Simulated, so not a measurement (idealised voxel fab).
This is a process module. Its name is voxel transistor to metal.
Cross-sectional view cut (width: 160 nm; square cell size: 5 nm).
Each cross-section below is a grid of square cells, stated as bands in top-down order, with one or more rows of cells making up each band. First you get the band's top height and its bottom height, in nm, and then the materials it's made of, left to right, with each width in nm. If you see a single material with "full width", that one covers the band edge to edge. "blank" is empty space. Heights are reckoned from 0. Under this level, the received wafer is all of one material. The bottommost band is open-ended downward, for example "0 and below". When a width is written as two numbers, as in "30..40", the first number is the width in the top row of cells of the band and the second is the width in its bottom row, and the width changes by the same amount from each row to the next. "nothing was modified", as given for a step, is the statement that not any cell of the cross-section underwent a change during that step. Enclosed voids (no open way to top), threshold 8 cells or more, entry "Sealed void inventory", notation width x height at distance, distance from left edge, nm. Anything after a step's settings on that line? It's the simulator's own note about the step. "overlay nm" answers the question of how far to the right of plan the mask lay on a step that has a mask, and when it is negative the answer is to the left.
THE STEPS PLANNED FOR THE PROCESS ARE AS FOLLOWS
1. RECEIVE | material Si
2. CONFORMAL_DEP | material SiO2 | thk nm 5
3. CONFORMAL_DEP | material SiN | thk nm 15
4. PATTERN | tone cover | mask id ACTIVE | material resist | width nm 95 | thk nm 15 | overlay nm 0
5. DIRECTIONAL_ETCH | etch materials SiN | depth nm 15
6. DIRECTIONAL_ETCH | etch materials SiO2 | depth nm 5
7. DIRECTIONAL_ETCH | etch materials Si | depth nm 20
8. STRIP | etch materials resist
9. FILL_DEP | material SiO2 | thk nm 15
10. CMP | height nm 20
11. SELECTIVE_ETCH | etch materials SiO2 | depth nm 10
12. STRIP | etch materials SiN
13. SELECTIVE_ETCH | etch materials SiO2 | depth nm 5
14. OXIDIZE | depth nm 5
15. DIRECTIONAL_DEP | material polySi | thk nm 25
16. DIRECTIONAL_DEP | material SiCN | thk nm 15
17. PATTERN | tone cover | mask id GATE | material resist | width nm 25 | thk nm 15 | overlay nm 0
18. DIRECTIONAL_ETCH | etch materials SiCN | depth nm 25
19. DIRECTIONAL_ETCH | etch materials polySi | depth nm 35
20. STRIP | etch materials resist
21. CONFORMAL_DEP | material SiO2 | thk nm 5
22. DIRECTIONAL_ETCH | etch materials SiO2 | depth nm 5
23. CONFORMAL_DEP | material SiN | thk nm 5
24. DIRECTIONAL_ETCH | etch materials SiN | depth nm 5
25. DIRECTIONAL_ETCH | etch materials SiO2 | depth nm 5
26. DIRECTIONAL_ETCH | etch materials Si | depth nm 15
27. EPI | material SiGe | thk nm 15
28. FILL_DEP | material SiO2 | thk nm 5
29. CMP | height nm 25
30. STRIP | etch materials polySi
31. SELECTIVE_ETCH | etch materials SiO2 | depth nm 5
32. CONFORMAL_DEP | material HfO2 | thk nm 5
33. CONFORMAL_DEP | material TiN | thk nm 5
34. FILL_DEP | material W | thk nm 5
35. CMP | height nm 20
36. DIRECTIONAL_DEP | material SiO2 | thk nm 15
37. PATTERN | tone open | mask id CONTACT | material resist | width nm 15 | pitch nm 70 | thk nm 20 | overlay nm 0
38. DIRECTIONAL_ETCH | etch materials SiO2 | depth nm 25
39. STRIP | etch materials resist
40. CONFORMAL_DEP | material TiN | thk nm 5
41. FILL_DEP | material Ru | thk nm 10
42. CMP | height nm 35
43. DIRECTIONAL_DEP | material TiN | thk nm 5
44. DIRECTIONAL_DEP | material W | thk nm 25
45. PATTERN | tone cover | mask id METAL_1 | material resist | width nm 15 | pitch nm 70 | thk nm 20 | overlay nm 0
46. DIRECTIONAL_ETCH | etch materials W | depth nm 25
47. DIRECTIONAL_ETCH | etch materials TiN | depth nm 5
48. STRIP | etch materials resist
49. FILL_DEP | material SiO2 | thk nm 5
50. CMP | height nm 65
51. CONFORMAL_DEP | material SiCN | thk nm 5
52. DIRECTIONAL_DEP | material SiO2 | thk nm 30
53. PATTERN | tone open | mask id METAL_2 | material resist | width nm 15 | pitch nm 70 | thk nm 20 | overlay nm 0
54. DIRECTIONAL_ETCH | etch materials SiO2 | depth nm 20
55. STRIP | etch materials resist
56. MASKED_ETCH | tone open | mask id METAL_2_HOLES | width nm 15 | pitch nm 70 | etch materials SiO2 | depth nm 10 | overlay nm 0
57. MASKED_ETCH | tone open | mask id METAL_2_HOLES | width nm 15 | pitch nm 70 | etch materials SiCN | depth nm 5 | overlay nm 0
58. CONFORMAL_DEP | material TiN | thk nm 5
59. FILL_DEP | material Ru | thk nm 5
60. CMP | height nm 100
61. CONFORMAL_DEP | material SiCN | thk nm 5
OF TWO WAFERS, THE FIRST: RUN ACCORDING TO PLAN
INCOMING WAFER IN CROSS-SECTION (STATE: AFTER STEP 1)
0 and below: Si full width
Sealed void inventory: none
SO THIS IS THE WAFER CROSS-SECTION RIGHT AFTER STEP 2
5 down to 0: SiO2 full width
Below a height of 0, the structure has not been altered.
SO THIS IS THE WAFER CROSS-SECTION RIGHT AFTER STEP 3
20 down to 5: SiN full width
Below a height of 5, the structure has not been altered.
SO THIS IS THE WAFER CROSS-SECTION RIGHT AFTER STEP 4
35 down to 20: blank: 30  resist: 95  blank: 35
Below a height of 20, the structure has not been altered.
SO THIS IS THE WAFER CROSS-SECTION RIGHT AFTER STEP 5
35 down to 20: blank: 30  resist: 95  blank: 35
20 down to 5: blank: 30  SiN: 95  blank: 35
Below a height of 5, the structure has not been altered.
SO THIS IS THE WAFER CROSS-SECTION RIGHT AFTER STEP 6
35 down to 20: blank: 30  resist: 95  blank: 35
20 down to 5: blank: 30  SiN: 95  blank: 35
5 down to 0: blank: 30  SiO2: 95  blank: 35
Below a height of 0, the structure has not been altered.
SO THIS IS THE WAFER CROSS-SECTION RIGHT AFTER STEP 7
35 down to 20: blank: 30  resist: 95  blank: 35
20 down to 5: blank: 30  SiN: 95  blank: 35
5 down to 0: blank: 30  SiO2: 95  blank: 35
0 down to -20: blank: 30  Si: 95  blank: 35
Below a height of -20, the structure has not been altered.
SO THIS IS THE WAFER CROSS-SECTION RIGHT AFTER STEP 8
20 down to 5: blank: 30  SiN: 95  blank: 35
Below a height of 5, the structure has not been altered.
SO THIS IS THE WAFER CROSS-SECTION RIGHT AFTER STEP 9
35 down to 20: SiO2 full width
20 down to 5: SiO2: 30  SiN: 95  SiO2: 35
5 down to 0: SiO2 full width
0 down to -20: SiO2: 30  Si: 95  SiO2: 35
Below a height of -20, the structure has not been altered.
SO THIS IS THE WAFER CROSS-SECTION RIGHT AFTER STEP 10
20 down to 5: SiO2: 30  SiN: 95  SiO2: 35
Below a height of 5, the structure has not been altered.
SO THIS IS THE WAFER CROSS-SECTION RIGHT AFTER STEP 11
20 down to 10: blank: 30  SiN: 95  blank: 35
Below a height of 10, the structure has not been altered.
SO THIS IS THE WAFER CROSS-SECTION RIGHT AFTER STEP 12
10 down to 5: SiO2: 30  blank: 95  SiO2: 35
Below a height of 5, the structure has not been altered.
SO THIS IS THE WAFER CROSS-SECTION RIGHT AFTER STEP 13
5 down to 0: SiO2: 25  blank: 105  SiO2: 30
Below a height of 0, the structure has not been altered.
SO THIS IS THE WAFER CROSS-SECTION RIGHT AFTER STEP 14
5 down to 0: SiO2: 25  blank: 105  SiO2: 30
0 down to -5: SiO2 full width
Below a height of -5, the structure has not been altered.
SO THIS IS THE WAFER CROSS-SECTION RIGHT AFTER STEP 15
30 down to 25: polySi: 25  blank: 105  polySi: 30
25 down to 5: polySi full width
5 down to 0: SiO2: 25  polySi: 105  SiO2: 30
Below a height of 0, the structure has not been altered.
SO THIS IS THE WAFER CROSS-SECTION RIGHT AFTER STEP 16
45 down to 40: SiCN: 25  blank: 105  SiCN: 30
40 down to 30: SiCN full width
30 down to 25: polySi: 25  SiCN: 105  polySi: 30
Below a height of 25, the structure has not been altered.
SO THIS IS THE WAFER CROSS-SECTION RIGHT AFTER STEP 17
60 down to 45: blank: 65  resist: 25  blank: 70
45 down to 40: SiCN: 25  blank: 40  resist: 25  blank: 40  SiCN: 30
Below a height of 40, the structure has not been altered.
SO THIS IS THE WAFER CROSS-SECTION RIGHT AFTER STEP 18
60 down to 40: blank: 65  resist: 25  blank: 70
40 down to 30: blank: 65  SiCN: 25  blank: 70
30 down to 25: polySi: 25  blank: 40  SiCN: 25  blank: 40  polySi: 30
Below a height of 25, the structure has not been altered.
SO THIS IS THE WAFER CROSS-SECTION RIGHT AFTER STEP 19
60 down to 40: blank: 65  resist: 25  blank: 70
40 down to 25: blank: 65  SiCN: 25  blank: 70
25 down to 5: blank: 65  polySi: 25  blank: 70
5 down to 0: SiO2: 25  blank: 40  polySi: 25  blank: 40  SiO2: 30
Below a height of 0, the structure has not been altered.
SO THIS IS THE WAFER CROSS-SECTION RIGHT AFTER STEP 20
40 down to 25: blank: 65  SiCN: 25  blank: 70
Below a height of 25, the structure has not been altered.
SO THIS IS THE WAFER CROSS-SECTION RIGHT AFTER STEP 21
45 down to 40: blank: 60  SiO2: 35  blank: 65
40 down to 25: blank: 60  SiO2: 5  SiCN: 25  SiO2: 5  blank: 65
25 down to 10: blank: 60  SiO2: 5  polySi: 25  SiO2: 5  blank: 65
10 down to 5: SiO2: 30  blank: 30  SiO2: 5  polySi: 25  SiO2: 5  blank: 30  SiO2: 35
5 down to 0: SiO2: 65  polySi: 25  SiO2: 70
Below a height of 0, the structure has not been altered.
SO THIS IS THE WAFER CROSS-SECTION RIGHT AFTER STEP 22
40 down to 25: blank: 60  SiO2: 5  SiCN: 25  SiO2: 5  blank: 65
25 down to 5: blank: 60  SiO2: 5  polySi: 25  SiO2: 5  blank: 65
5 down to 0: SiO2: 30  blank: 30  SiO2: 5  polySi: 25  SiO2: 5  blank: 30  SiO2: 35
Below a height of 0, the structure has not been altered.
SO THIS IS THE WAFER CROSS-SECTION RIGHT AFTER STEP 23
45 down to 40: blank: 55  SiN: 45  blank: 60
40 down to 25: blank: 55  SiN: 5  SiO2: 5  SiCN: 25  SiO2: 5  SiN: 5  blank: 60
25 down to 10: blank: 55  SiN: 5  SiO2: 5  polySi: 25  SiO2: 5  SiN: 5  blank: 60
10 down to 5: SiN: 35  blank: 20  SiN: 5  SiO2: 5  polySi: 25  SiO2: 5  SiN: 5  blank: 20  SiN: 40
5 down to 0: SiO2: 30  SiN: 30  SiO2: 5  polySi: 25  SiO2: 5  SiN: 30  SiO2: 35
Below a height of 0, the structure has not been altered.
SO THIS IS THE WAFER CROSS-SECTION RIGHT AFTER STEP 24
40 down to 25: blank: 55  SiN: 5  SiO2: 5  SiCN: 25  SiO2: 5  SiN: 5  blank: 60
25 down to 5: blank: 55  SiN: 5  SiO2: 5  polySi: 25  SiO2: 5  SiN: 5  blank: 60
5 down to 0: SiO2: 30  SiN: 5  blank: 20  SiN: 5  SiO2: 5  polySi: 25  SiO2: 5  SiN: 5  blank: 20  SiN: 5  SiO2: 35
Below a height of 0, the structure has not been altered.
SO THIS IS THE WAFER CROSS-SECTION RIGHT AFTER STEP 25
40 down to 35: blank: 55  SiN: 5  blank: 5  SiCN: 25  blank: 5  SiN: 5  blank: 60
35 down to 25: blank: 55  SiN: 5  SiO2: 5  SiCN: 25  SiO2: 5  SiN: 5  blank: 60
25 down to 5: blank: 55  SiN: 5  SiO2: 5  polySi: 25  SiO2: 5  SiN: 5  blank: 60
5 down to 0: blank: 30  SiN: 5  blank: 20  SiN: 5  SiO2: 5  polySi: 25  SiO2: 5  SiN: 5  blank: 20  SiN: 5  blank: 35
0 down to -5: SiO2: 35  blank: 20  SiO2: 45  blank: 20  SiO2: 40
Below a height of -5, the structure has not been altered.
SO THIS IS THE WAFER CROSS-SECTION RIGHT AFTER STEP 26
40 down to 35: blank: 55  SiN: 5  blank: 5  SiCN: 25  blank: 5  SiN: 5  blank: 60
35 down to 25: blank: 55  SiN: 5  SiO2: 5  SiCN: 25  SiO2: 5  SiN: 5  blank: 60
25 down to 5: blank: 55  SiN: 5  SiO2: 5  polySi: 25  SiO2: 5  SiN: 5  blank: 60
5 down to 0: blank: 30  SiN: 5  blank: 20  SiN: 5  SiO2: 5  polySi: 25  SiO2: 5  SiN: 5  blank: 20  SiN: 5  blank: 35
0 down to -5: SiO2: 35  blank: 20  SiO2: 45  blank: 20  SiO2: 40
-5 down to -20: SiO2: 30  Si: 5  blank: 20  Si: 45  blank: 20  Si: 5  SiO2: 35
Below a height of -20, the structure has not been altered.
SO THIS IS THE WAFER CROSS-SECTION RIGHT AFTER STEP 27
40 down to 35: blank: 55  SiN: 5  blank: 5  SiCN: 25  blank: 5  SiN: 5  blank: 60
35 down to 25: blank: 55  SiN: 5  SiO2: 5  SiCN: 25  SiO2: 5  SiN: 5  blank: 60
25 down to 10: blank: 55  SiN: 5  SiO2: 5  polySi: 25  SiO2: 5  SiN: 5  blank: 60
10 down to 5: blank: 30  SiGe: 25  SiN: 5  SiO2: 5  polySi: 25  SiO2: 5  SiN: 5  SiGe: 25  blank: 35
5 down to 0: blank: 30  SiN: 5  SiGe: 20  SiN: 5  SiO2: 5  polySi: 25  SiO2: 5  SiN: 5  SiGe: 20  SiN: 5  blank: 35
0 down to -5: SiO2: 35  SiGe: 20  SiO2: 45  SiGe: 20  SiO2: 40
-5 down to -20: SiO2: 30  Si: 5  SiGe: 20  Si: 45  SiGe: 20  Si: 5  SiO2: 35
Below a height of -20, the structure has not been altered.
SO THIS IS THE WAFER CROSS-SECTION RIGHT AFTER STEP 28
45 down to 40: SiO2 full width
40 down to 25: SiO2: 55  SiN: 5  SiO2: 5  SiCN: 25  SiO2: 5  SiN: 5  SiO2: 60
25 down to 10: SiO2: 55  SiN: 5  SiO2: 5  polySi: 25  SiO2: 5  SiN: 5  SiO2: 60
10 down to 5: SiO2: 30  SiGe: 25  SiN: 5  SiO2: 5  polySi: 25  SiO2: 5  SiN: 5  SiGe: 25  SiO2: 35
5 down to 0: SiO2: 30  SiN: 5  SiGe: 20  SiN: 5  SiO2: 5  polySi: 25  SiO2: 5  SiN: 5  SiGe: 20  SiN: 5  SiO2: 35
Below a height of 0, the structure has not been altered.
SO THIS IS THE WAFER CROSS-SECTION RIGHT AFTER STEP 29
25 down to 10: SiO2: 55  SiN: 5  SiO2: 5  polySi: 25  SiO2: 5  SiN: 5  SiO2: 60
Below a height of 10, the structure has not been altered.
SO THIS IS THE WAFER CROSS-SECTION RIGHT AFTER STEP 30
25 down to 10: SiO2: 55  SiN: 5  SiO2: 5  blank: 25  SiO2: 5  SiN: 5  SiO2: 60
10 down to 5: SiO2: 30  SiGe: 25  SiN: 5  SiO2: 5  blank: 25  SiO2: 5  SiN: 5  SiGe: 25  SiO2: 35
5 down to 0: SiO2: 30  SiN: 5  SiGe: 20  SiN: 5  SiO2: 5  blank: 25  SiO2: 5  SiN: 5  SiGe: 20  SiN: 5  SiO2: 35
Below a height of 0, the structure has not been altered.
SO THIS IS THE WAFER CROSS-SECTION RIGHT AFTER STEP 31
25 down to 20: blank: 55  SiN: 5  blank: 35  SiN: 5  blank: 60
20 down to 10: SiO2: 55  SiN: 5  blank: 35  SiN: 5  SiO2: 60
10 down to 5: SiO2: 30  SiGe: 25  SiN: 5  blank: 35  SiN: 5  SiGe: 25  SiO2: 35
5 down to 0: SiO2: 30  SiN: 5  SiGe: 20  SiN: 5  blank: 35  SiN: 5  SiGe: 20  SiN: 5  SiO2: 35
0 down to -5: SiO2: 35  SiGe: 20  SiO2: 5  blank: 35  SiO2: 5  SiGe: 20  SiO2: 40
Below a height of -5, the structure has not been altered.
SO THIS IS THE WAFER CROSS-SECTION RIGHT AFTER STEP 32
30 down to 25: blank: 50  HfO2: 15  blank: 25  HfO2: 15  blank: 55
25 down to 20: HfO2: 55  SiN: 5  HfO2: 5  blank: 25  HfO2: 5  SiN: 5  HfO2: 60
20 down to 10: SiO2: 55  SiN: 5  HfO2: 5  blank: 25  HfO2: 5  SiN: 5  SiO2: 60
10 down to 5: SiO2: 30  SiGe: 25  SiN: 5  HfO2: 5  blank: 25  HfO2: 5  SiN: 5  SiGe: 25  SiO2: 35
5 down to 0: SiO2: 30  SiN: 5  SiGe: 20  SiN: 5  HfO2: 5  blank: 25  HfO2: 5  SiN: 5  SiGe: 20  SiN: 5  SiO2: 35
0 down to -5: SiO2: 35  SiGe: 20  SiO2: 5  HfO2: 35  SiO2: 5  SiGe: 20  SiO2: 40
Below a height of -5, the structure has not been altered.
SO THIS IS THE WAFER CROSS-SECTION RIGHT AFTER STEP 33
35 down to 30: blank: 45  TiN: 25  blank: 15  TiN: 25  blank: 50
30 down to 25: TiN: 50  HfO2: 15  TiN: 5  blank: 15  TiN: 5  HfO2: 15  TiN: 55
25 down to 20: HfO2: 55  SiN: 5  HfO2: 5  TiN: 5  blank: 15  TiN: 5  HfO2: 5  SiN: 5  HfO2: 60
20 down to 10: SiO2: 55  SiN: 5  HfO2: 5  TiN: 5  blank: 15  TiN: 5  HfO2: 5  SiN: 5  SiO2: 60
10 down to 5: SiO2: 30  SiGe: 25  SiN: 5  HfO2: 5  TiN: 5  blank: 15  TiN: 5  HfO2: 5  SiN: 5  SiGe: 25  SiO2: 35
5 down to 0: SiO2: 30  SiN: 5  SiGe: 20  SiN: 5  HfO2: 5  TiN: 25  HfO2: 5  SiN: 5  SiGe: 20  SiN: 5  SiO2: 35
Below a height of 0, the structure has not been altered.
SO THIS IS THE WAFER CROSS-SECTION RIGHT AFTER STEP 34
40 down to 35: W full width
35 down to 30: W: 45  TiN: 25  W: 15  TiN: 25  W: 50
30 down to 25: TiN: 50  HfO2: 15  TiN: 5  W: 15  TiN: 5  HfO2: 15  TiN: 55
25 down to 20: HfO2: 55  SiN: 5  HfO2: 5  TiN: 5  W: 15  TiN: 5  HfO2: 5  SiN: 5  HfO2: 60
20 down to 10: SiO2: 55  SiN: 5  HfO2: 5  TiN: 5  W: 15  TiN: 5  HfO2: 5  SiN: 5  SiO2: 60
10 down to 5: SiO2: 30  SiGe: 25  SiN: 5  HfO2: 5  TiN: 5  W: 15  TiN: 5  HfO2: 5  SiN: 5  SiGe: 25  SiO2: 35
Below a height of 5, the structure has not been altered.
SO THIS IS THE WAFER CROSS-SECTION RIGHT AFTER STEP 35
20 down to 10: SiO2: 55  SiN: 5  HfO2: 5  TiN: 5  W: 15  TiN: 5  HfO2: 5  SiN: 5  SiO2: 60
Below a height of 10, the structure has not been altered.
SO THIS IS THE WAFER CROSS-SECTION RIGHT AFTER STEP 36
35 down to 20: SiO2 full width
Below a height of 20, the structure has not been altered.
SO THIS IS THE WAFER CROSS-SECTION RIGHT AFTER STEP 37
55 down to 35: resist: 35  blank: 15  resist: 55  blank: 15  resist: 40
Below a height of 35, the structure has not been altered.
SO THIS IS THE WAFER CROSS-SECTION RIGHT AFTER STEP 38
55 down to 35: resist: 35  blank: 15  resist: 55  blank: 15  resist: 40
35 down to 20: SiO2: 35  blank: 15  SiO2: 55  blank: 15  SiO2: 40
20 down to 10: SiO2: 35  blank: 15  SiO2: 5  SiN: 5  HfO2: 5  TiN: 5  W: 15  TiN: 5  HfO2: 5  SiN: 5  SiO2: 5  blank: 15  SiO2: 40
Below a height of 10, the structure has not been altered.
SO THIS IS THE WAFER CROSS-SECTION RIGHT AFTER STEP 39
35 down to 20: SiO2: 35  blank: 15  SiO2: 55  blank: 15  SiO2: 40
Below a height of 20, the structure has not been altered.
SO THIS IS THE WAFER CROSS-SECTION RIGHT AFTER STEP 40
40 down to 35: TiN: 40  blank: 5  TiN: 65  blank: 5  TiN: 45
35 down to 20: SiO2: 35  TiN: 5  blank: 5  TiN: 5  SiO2: 55  TiN: 5  blank: 5  TiN: 5  SiO2: 40
20 down to 15: SiO2: 35  TiN: 5  blank: 5  TiN: 5  SiO2: 5  SiN: 5  HfO2: 5  TiN: 5  W: 15  TiN: 5  HfO2: 5  SiN: 5  SiO2: 5  TiN: 5  blank: 5  TiN: 5  SiO2: 40
15 down to 10: SiO2: 35  TiN: 15  SiO2: 5  SiN: 5  HfO2: 5  TiN: 5  W: 15  TiN: 5  HfO2: 5  SiN: 5  SiO2: 5  TiN: 15  SiO2: 40
Below a height of 10, the structure has not been altered.
SO THIS IS THE WAFER CROSS-SECTION RIGHT AFTER STEP 41
50 down to 40: Ru full width
40 down to 35: TiN: 40  Ru: 5  TiN: 65  Ru: 5  TiN: 45
35 down to 20: SiO2: 35  TiN: 5  Ru: 5  TiN: 5  SiO2: 55  TiN: 5  Ru: 5  TiN: 5  SiO2: 40
20 down to 15: SiO2: 35  TiN: 5  Ru: 5  TiN: 5  SiO2: 5  SiN: 5  HfO2: 5  TiN: 5  W: 15  TiN: 5  HfO2: 5  SiN: 5  SiO2: 5  TiN: 5  Ru: 5  TiN: 5  SiO2: 40
Below a height of 15, the structure has not been altered.
SO THIS IS THE WAFER CROSS-SECTION RIGHT AFTER STEP 42
35 down to 20: SiO2: 35  TiN: 5  Ru: 5  TiN: 5  SiO2: 55  TiN: 5  Ru: 5  TiN: 5  SiO2: 40
Below a height of 20, the structure has not been altered.
SO THIS IS THE WAFER CROSS-SECTION RIGHT AFTER STEP 43
40 down to 35: TiN full width
Below a height of 35, the structure has not been altered.
SO THIS IS THE WAFER CROSS-SECTION RIGHT AFTER STEP 44
65 down to 40: W full width
Below a height of 40, the structure has not been altered.
SO THIS IS THE WAFER CROSS-SECTION RIGHT AFTER STEP 45
85 down to 65: blank: 35  resist: 15  blank: 55  resist: 15  blank: 40
Below a height of 65, the structure has not been altered.
SO THIS IS THE WAFER CROSS-SECTION RIGHT AFTER STEP 46
85 down to 65: blank: 35  resist: 15  blank: 55  resist: 15  blank: 40
65 down to 40: blank: 35  W: 15  blank: 55  W: 15  blank: 40
Below a height of 40, the structure has not been altered.
SO THIS IS THE WAFER CROSS-SECTION RIGHT AFTER STEP 47
85 down to 65: blank: 35  resist: 15  blank: 55  resist: 15  blank: 40
65 down to 40: blank: 35  W: 15  blank: 55  W: 15  blank: 40
40 down to 35: blank: 35  TiN: 15  blank: 55  TiN: 15  blank: 40
Below a height of 35, the structure has not been altered.
SO THIS IS THE WAFER CROSS-SECTION RIGHT AFTER STEP 48
65 down to 40: blank: 35  W: 15  blank: 55  W: 15  blank: 40
Below a height of 40, the structure has not been altered.
SO THIS IS THE WAFER CROSS-SECTION RIGHT AFTER STEP 49
70 down to 65: SiO2 full width
65 down to 40: SiO2: 35  W: 15  SiO2: 55  W: 15  SiO2: 40
40 down to 35: SiO2: 35  TiN: 15  SiO2: 55  TiN: 15  SiO2: 40
Below a height of 35, the structure has not been altered.
SO THIS IS THE WAFER CROSS-SECTION RIGHT AFTER STEP 50
65 down to 40: SiO2: 35  W: 15  SiO2: 55  W: 15  SiO2: 40
Below a height of 40, the structure has not been altered.
SO THIS IS THE WAFER CROSS-SECTION RIGHT AFTER STEP 51
70 down to 65: SiCN full width
Below a height of 65, the structure has not been altered.
SO THIS IS THE WAFER CROSS-SECTION RIGHT AFTER STEP 52
100 down to 70: SiO2 full width
Below a height of 70, the structure has not been altered.
SO THIS IS THE WAFER CROSS-SECTION RIGHT AFTER STEP 53
120 down to 100: resist: 35  blank: 15  resist: 55  blank: 15  resist: 40
Below a height of 100, the structure has not been altered.
SO THIS IS THE WAFER CROSS-SECTION RIGHT AFTER STEP 54
120 down to 100: resist: 35  blank: 15  resist: 55  blank: 15  resist: 40
100 down to 80: SiO2: 35  blank: 15  SiO2: 55  blank: 15  SiO2: 40
Below a height of 80, the structure has not been altered.
SO THIS IS THE WAFER CROSS-SECTION RIGHT AFTER STEP 55
100 down to 80: SiO2: 35  blank: 15  SiO2: 55  blank: 15  SiO2: 40
Below a height of 80, the structure has not been altered.
SO THIS IS THE WAFER CROSS-SECTION RIGHT AFTER STEP 56
100 down to 70: SiO2: 35  blank: 15  SiO2: 55  blank: 15  SiO2: 40
Below a height of 70, the structure has not been altered.
SO THIS IS THE WAFER CROSS-SECTION RIGHT AFTER STEP 57
100 down to 70: SiO2: 35  blank: 15  SiO2: 55  blank: 15  SiO2: 40
70 down to 65: SiCN: 35  blank: 15  SiCN: 55  blank: 15  SiCN: 40
Below a height of 65, the structure has not been altered.
SO THIS IS THE WAFER CROSS-SECTION RIGHT AFTER STEP 58
105 down to 100: TiN: 40  blank: 5  TiN: 65  blank: 5  TiN: 45
100 down to 70: SiO2: 35  TiN: 5  blank: 5  TiN: 5  SiO2: 55  TiN: 5  blank: 5  TiN: 5  SiO2: 40
70 down to 65: SiCN: 35  TiN: 15  SiCN: 55  TiN: 15  SiCN: 40
Below a height of 65, the structure has not been altered.
SO THIS IS THE WAFER CROSS-SECTION RIGHT AFTER STEP 59
110 down to 105: Ru full width
105 down to 100: TiN: 40  Ru: 5  TiN: 65  Ru: 5  TiN: 45
100 down to 70: SiO2: 35  TiN: 5  Ru: 5  TiN: 5  SiO2: 55  TiN: 5  Ru: 5  TiN: 5  SiO2: 40
Below a height of 70, the structure has not been altered.
SO THIS IS THE WAFER CROSS-SECTION RIGHT AFTER STEP 60
100 down to 70: SiO2: 35  TiN: 5  Ru: 5  TiN: 5  SiO2: 55  TiN: 5  Ru: 5  TiN: 5  SiO2: 40
Below a height of 70, the structure has not been altered.
SO THIS IS THE WAFER CROSS-SECTION RIGHT AFTER STEP 61
105 down to 100: SiCN full width
Below a height of 100, the structure has not been altered.
IT IS TO BE NOTED THAT THE SECOND WAFER PROCEEDED FROM THE SAME INITIAL STATE AND ACCORDING TO THE SAME PLAN AS THE FIRST, ALTHOUGH ONE MISTAKE WAS COMMITTED IN ITS EXECUTION; THROUGH STEP 42, INCLUSIVE, THE TWO WAFERS SHARE AN IDENTICAL HISTORY
SECOND WAFER, CUT VIEW, END OF STEP 43 PER PLAN
60 down to 35: W full width
Below a height of 35, the structure has not been altered.
SECOND WAFER, CUT VIEW, END OF STEP 44 PER PLAN
65 down to 60: TiN full width
Below a height of 60, the structure has not been altered.
SECOND WAFER, CUT VIEW, END OF STEP 45 PER PLAN
85 down to 65: blank: 35  resist: 15  blank: 55  resist: 15  blank: 40
Below a height of 65, the structure has not been altered.
Second wafer, cut view, end of step 46 per plan: nothing was modified
SECOND WAFER, CUT VIEW, END OF STEP 47 PER PLAN
85 down to 65: blank: 35  resist: 15  blank: 55  resist: 15  blank: 40
65 down to 60: blank: 35  TiN: 15  blank: 55  TiN: 15  blank: 40
Below a height of 60, the structure has not been altered.
SECOND WAFER, CUT VIEW, END OF STEP 48 PER PLAN
65 down to 60: blank: 35  TiN: 15  blank: 55  TiN: 15  blank: 40
Below a height of 60, the structure has not been altered.
SECOND WAFER, CUT VIEW, END OF STEP 49 PER PLAN
70 down to 65: SiO2 full width
65 down to 60: SiO2: 35  TiN: 15  SiO2: 55  TiN: 15  SiO2: 40
Below a height of 60, the structure has not been altered.
SECOND WAFER, CUT VIEW, END OF STEP 50 PER PLAN
65 down to 60: SiO2: 35  TiN: 15  SiO2: 55  TiN: 15  SiO2: 40
Below a height of 60, the structure has not been altered.
SECOND WAFER, CUT VIEW, END OF STEP 51 PER PLAN
70 down to 65: SiCN full width
Below a height of 65, the structure has not been altered.
SECOND WAFER, CUT VIEW, END OF STEP 52 PER PLAN
100 down to 70: SiO2 full width
Below a height of 70, the structure has not been altered.
SECOND WAFER, CUT VIEW, END OF STEP 53 PER PLAN
120 down to 100: resist: 35  blank: 15  resist: 55  blank: 15  resist: 40
Below a height of 100, the structure has not been altered.
SECOND WAFER, CUT VIEW, END OF STEP 54 PER PLAN
120 down to 100: resist: 35  blank: 15  resist: 55  blank: 15  resist: 40
100 down to 80: SiO2: 35  blank: 15  SiO2: 55  blank: 15  SiO2: 40
Below a height of 80, the structure has not been altered.
SECOND WAFER, CUT VIEW, END OF STEP 55 PER PLAN
100 down to 80: SiO2: 35  blank: 15  SiO2: 55  blank: 15  SiO2: 40
Below a height of 80, the structure has not been altered.
SECOND WAFER, CUT VIEW, END OF STEP 56 PER PLAN
100 down to 70: SiO2: 35  blank: 15  SiO2: 55  blank: 15  SiO2: 40
Below a height of 70, the structure has not been altered.
SECOND WAFER, CUT VIEW, END OF STEP 57 PER PLAN
100 down to 70: SiO2: 35  blank: 15  SiO2: 55  blank: 15  SiO2: 40
70 down to 65: SiCN: 35  blank: 15  SiCN: 55  blank: 15  SiCN: 40
Below a height of 65, the structure has not been altered.
SECOND WAFER, CUT VIEW, END OF STEP 58 PER PLAN
105 down to 100: TiN: 40  blank: 5  TiN: 65  blank: 5  TiN: 45
100 down to 70: SiO2: 35  TiN: 5  blank: 5  TiN: 5  SiO2: 55  TiN: 5  blank: 5  TiN: 5  SiO2: 40
70 down to 65: SiCN: 35  TiN: 15  SiCN: 55  TiN: 15  SiCN: 40
Below a height of 65, the structure has not been altered.
SECOND WAFER, CUT VIEW, END OF STEP 59 PER PLAN
110 down to 105: Ru full width
105 down to 100: TiN: 40  Ru: 5  TiN: 65  Ru: 5  TiN: 45
100 down to 70: SiO2: 35  TiN: 5  Ru: 5  TiN: 5  SiO2: 55  TiN: 5  Ru: 5  TiN: 5  SiO2: 40
Below a height of 70, the structure has not been altered.
SECOND WAFER, CUT VIEW, END OF STEP 60 PER PLAN
100 down to 70: SiO2: 35  TiN: 5  Ru: 5  TiN: 5  SiO2: 55  TiN: 5  Ru: 5  TiN: 5  SiO2: 40
Below a height of 70, the structure has not been altered.
SECOND WAFER, CUT VIEW, END OF STEP 61 PER PLAN
105 down to 100: SiCN full width
Below a height of 100, the structure has not been altered.
Deviation from plan: steps 43 and 44 run out of order (swapped)
FYI, end of process, the second wafer has more or fewer cells of some materials than the first: SiO2 -130; W +130
